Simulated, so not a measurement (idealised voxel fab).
Process module in this document: voxel fin reveal
295 nm wide, 5 nm square cells: that's cross-section cut.
Each cross-section below is a grid of square cells, stated as bands in top-down order, with one or more rows of cells making up each band.
Look at the band entry: it leads with the top's height and the bottom's height in nm. Then it lists the materials left to right, with a width in nm for each. The word "full width" on a single material says that material fills the band edge to edge. The word "empty" is empty space.
Height datum 0, below which the as-received substrate wafer is one material. Lowest band open at the bottom, running downward: "0 nm and below".
Graded width ("30..40"): value in top row of band = first number; value in bottom row = second number; row-to-row change constant.
Given "nothing got changed" for a step, no cell of the cross-section differs between before and after that step.
"Enclosed void list" specifies each empty space that is not open to the top and that occupies no fewer than 8 cells, using the form width x height at distance, the distance measured from the left edge and all three quantities in nm.
Anything after a step's settings on that line? It's the simulator's own note about the step.
If you see "overlay nm" on a step's line and that step has a mask, it's telling you how far right of where it was planned the mask ended up; a negative number means it went left instead.

The process steps that were planned are listed below
- 1: RECEIVE: material Si
- 2: CONFORMAL_DEP: material SiN, thk nm 10
- 3: DIRECTIONAL_DEP: material aC, thk nm 10
- 4: PATTERN: tone cover, mask id FINS, material resist, width nm 15, pitch nm 45, thk nm 30, overlay nm 0
- 5: DIRECTIONAL_ETCH: etch materials aC, depth nm 10
- 6: STRIP: etch materials resist
- 7: DIRECTIONAL_ETCH: etch materials SiN, depth nm 10
- 8: DIRECTIONAL_ETCH: etch materials Si, depth nm 40
- 9: STRIP: etch materials aC
- 10: FILL_DEP: material SiO2, thk nm 5
- 11: CMP: height nm 10
- 12: SELECTIVE_ETCH: etch materials SiO2, depth nm 25
- 13: STRIP: etch materials SiN

First wafer of two (run as planned)

The cross-section here shows the wafer as received, i.e. in its state after step 1
- 0 nm and below | Si full width
- Enclosed void list: none

So this is the wafer cross-section right after step 2
- 10 nm to 0 nm | SiN full width
- Below 0, the layers are the same as they were.

So this is the wafer cross-section right after step 3
- 20 nm to 10 nm | aC full width
- Below 10, the layers are the same as they were.

So this is the wafer cross-section right after step 4
- 50 nm to 20 nm | 70 of empty  15 of resist  30 of empty  15 of resist  30 of empty  15 of resist  30 of empty  15 of resist  75 of empty
- Below 20, the layers are the same as they were.

So this is the wafer cross-section right after step 5
- 40 nm to 20 nm | 70 of empty  15 of resist  30 of empty  15 of resist  30 of empty  15 of resist  30 of empty  15 of resist  75 of empty
- 20 nm to 10 nm | 70 of empty  15 of aC  30 of empty  15 of aC  30 of empty  15 of aC  30 of empty  15 of aC  75 of empty
- Below 10, the layers are the same as they were.

So this is the wafer cross-section right after step 6
- 20 nm to 10 nm | 70 of empty  15 of aC  30 of empty  15 of aC  30 of empty  15 of aC  30 of empty  15 of aC  75 of empty
- Below 10, the layers are the same as they were.

So this is the wafer cross-section right after step 7
- 20 nm to 10 nm | 70 of empty  15 of aC  30 of empty  15 of aC  30 of empty  15 of aC  30 of empty  15 of aC  75 of empty
- 10 nm to 0 nm | 70 of empty  15 of SiN  30 of empty  15 of SiN  30 of empty  15 of SiN  30 of empty  15 of SiN  75 of empty
- Below 0, the layers are the same as they were.

So this is the wafer cross-section right after step 8
- 20 nm to 10 nm | 70 of empty  15 of aC  30 of empty  15 of aC  30 of empty  15 of aC  30 of empty  15 of aC  75 of empty
- 10 nm to 0 nm | 70 of empty  15 of SiN  30 of empty  15 of SiN  30 of empty  15 of SiN  30 of empty  15 of SiN  75 of empty
- 0 nm to -40 nm | 70 of empty  15 of Si  30 of empty  15 of Si  30 of empty  15 of Si  30 of empty  15 of Si  75 of empty
- Below -40, the layers are the same as they were.

So this is the wafer cross-section right after step 9
- 10 nm to 0 nm | 70 of empty  15 of SiN  30 of empty  15 of SiN  30 of empty  15 of SiN  30 of empty  15 of SiN  75 of empty
- Below 0, the layers are the same as they were.

So this is the wafer cross-section right after step 10
- 15 nm to 10 nm | SiO2 full width
- 10 nm to 0 nm | 70 of SiO2  15 of SiN  30 of SiO2  15 of SiN  30 of SiO2  15 of SiN  30 of SiO2  15 of SiN  75 of SiO2
- 0 nm to -40 nm | 70 of SiO2  15 of Si  30 of SiO2  15 of Si  30 of SiO2  15 of Si  30 of SiO2  15 of Si  75 of SiO2
- Below -40, the layers are the same as they were.

So this is the wafer cross-section right after step 11
- 10 nm to 0 nm | 70 of SiO2  15 of SiN  30 of SiO2  15 of SiN  30 of SiO2  15 of SiN  30 of SiO2  15 of SiN  75 of SiO2
- Below 0, the layers are the same as they were.

So this is the wafer cross-section right after step 12
- 10 nm to 0 nm | 70 of empty  15 of SiN  30 of empty  15 of SiN  30 of empty  15 of SiN  30 of empty  15 of SiN  75 of empty
- 0 nm to -15 nm | 70 of empty  15 of Si  30 of empty  15 of Si  30 of empty  15 of Si  30 of empty  15 of Si  75 of empty
- Below -15, the layers are the same as they were.

So this is the wafer cross-section right after step 13
- 0 nm to -15 nm | 70 of empty  15 of Si  30 of empty  15 of Si  30 of empty  15 of Si  30 of empty  15 of Si  75 of empty
- Below -15, the layers are the same as they were.

Wafer two: like wafer one in start and plan, but with one mistake in execution; identical up to and including step 7

At the planned end of step 8, the second wafer in cross-section
- 20 nm to 10 nm | 70 of empty  15 of aC  30 of empty  15 of aC  30 of empty  15 of aC  30 of empty  15 of aC  75 of empty
- 10 nm to 0 nm | 70 of empty  15 of SiN  30 of empty  15 of SiN  30 of empty  15 of SiN  30 of empty  15 of SiN  75 of empty
- 0 nm to -80 nm | 70 of empty  15 of Si  30 of empty  15 of Si  30 of empty  15 of Si  30 of empty  15 of Si  75 of empty
- Below -80, the layers are the same as they were.

At the planned end of step 9, the second wafer in cross-section
- 10 nm to 0 nm | 70 of empty  15 of SiN  30 of empty  15 of SiN  30 of empty  15 of SiN  30 of empty  15 of SiN  75 of empty
- Below 0, the layers are the same as they were.

At the planned end of step 10, the second wafer in cross-section
- 15 nm to 10 nm | SiO2 full width
- 10 nm to 0 nm | 70 of SiO2  15 of SiN  30 of SiO2  15 of SiN  30 of SiO2  15 of SiN  30 of SiO2  15 of SiN  75 of SiO2
- 0 nm to -80 nm | 70 of SiO2  15 of Si  30 of SiO2  15 of Si  30 of SiO2  15 of Si  30 of SiO2  15 of Si  75 of SiO2
- Below -80, the layers are the same as they were.

At the planned end of step 11, the second wafer in cross-section
- 10 nm to 0 nm | 70 of SiO2  15 of SiN  30 of SiO2  15 of SiN  30 of SiO2  15 of SiN  30 of SiO2  15 of SiN  75 of SiO2
- Below 0, the layers are the same as they were.

At the planned end of step 12, the second wafer in cross-section
- 10 nm to 0 nm | 70 of empty  15 of SiN  30 of empty  15 of SiN  30 of empty  15 of SiN  30 of empty  15 of SiN  75 of empty
- 0 nm to -15 nm | 70 of empty  15 of Si  30 of empty  15 of Si  30 of empty  15 of Si  30 of empty  15 of Si  75 of empty
- Below -15, the layers are the same as they were.

At the planned end of step 13, the second wafer in cross-section
- 0 nm to -15 nm | 70 of empty  15 of Si  30 of empty  15 of Si  30 of empty  15 of Si  30 of empty  15 of Si  75 of empty
- Below -15, the layers are the same as they were.
Against the plan, the run slipped here: execution of plan step 8 occurred twice
In the final state, the cell counts of the second wafer exceed or fall short of those of the first for the following materials: Si -376 | SiO2 +376
